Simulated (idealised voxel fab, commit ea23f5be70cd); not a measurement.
process module | voxel tone inversion
cross-section cut | 285 nm wide | cells 5 nm
A cross-section is a grid of square cells, given in bands from the top down. A band is one or more rows of cells.
Each band's line starts with the height of the band's top and of its bottom, in nm. Then come its materials from left to right, each with its width in nm. One material with "throughout" fills the band from edge to edge. "air" is empty space.
Height 0 is the level under which the wafer as received is all one material. The lowest band goes on downwards, as in "0 down".
A width such as "30 to 40" changes by the same amount from each row of cells to the next, from the band's top row to its bottom row.
"no change" after a step means that no cell of the cross-section changed.
closed voids: empty space of 8 cells or more with no open way to the top, each as width x height at its distance from the left edge, in nm
after a step's settings: what the simulator itself notes on the step
overlay nm, on a step with a mask: how far to the right of its planned place the mask lay; to the left if negative
plan
1 op RECEIVE | material Si
2 op CONFORMAL_DEP | material SiN | thk nm 5
3 op DIRECTIONAL_DEP | material aC | thk nm 20
4 op PATTERN | tone cover | mask id POSTS | material resist | width nm 15 | pitch nm 45 | thk nm 30 | overlay nm 0
5 op DIRECTIONAL_ETCH | etch materials aC | depth nm 20
6 op STRIP | etch materials resist
7 op FILL_DEP | material lowk | thk nm 10
8 op CMP | height nm 25
9 op STRIP | etch materials aC
first wafer, as planned
as received, after step 1
  0 down: Si throughout
  closed voids: none
after step 2
  5 to 0: SiN throughout
  below 0: unchanged
after step 3
  25 to 5: aC throughout
  below 5: unchanged
after step 4
  55 to 25: air 110 | resist 15 | air 30 | resist 15 | air 115
  below 25: unchanged
after step 5
  35 to 25: air 110 | resist 15 | air 30 | resist 15 | air 115
  25 to 5: air 110 | aC 15 | air 30 | aC 15 | air 115
  below 5: unchanged
after step 6
  25 to 5: air 110 | aC 15 | air 30 | aC 15 | air 115
  below 5: unchanged
after step 7
  35 to 25: lowk throughout
  25 to 5: lowk 110 | aC 15 | lowk 30 | aC 15 | lowk 115
  below 5: unchanged
after step 8
  25 to 5: lowk 110 | aC 15 | lowk 30 | aC 15 | lowk 115
  below 5: unchanged
after step 9
  25 to 5: lowk 110 | air 15 | lowk 30 | air 15 | lowk 115
  below 5: unchanged
second wafer: like start, like plan, one mistake. Through step 1 it matches the first wafer
when step 2 should have ended: no change
when step 3 should have ended
  20 to 0: aC throughout
  below 0: unchanged
when step 4 should have ended
  50 to 20: air 110 | resist 15 | air 30 | resist 15 | air 115
  below 20: unchanged
when step 5 should have ended
  30 to 20: air 110 | resist 15 | air 30 | resist 15 | air 115
  20 to 0: air 110 | aC 15 | air 30 | aC 15 | air 115
  below 0: unchanged
when step 6 should have ended
  20 to 0: air 110 | aC 15 | air 30 | aC 15 | air 115
  below 0: unchanged
when step 7 should have ended
  30 to 20: lowk throughout
  20 to 0: lowk 110 | aC 15 | lowk 30 | aC 15 | lowk 115
  below 0: unchanged
when step 8 should have ended
  25 to 20: lowk throughout
  below 20: unchanged
when step 9 should have ended: no change
what went wrong: step 2 was left out
at the end the second wafer has, in cells: 57 fewer of SiN | 24 more of aC | 57 more of lowk
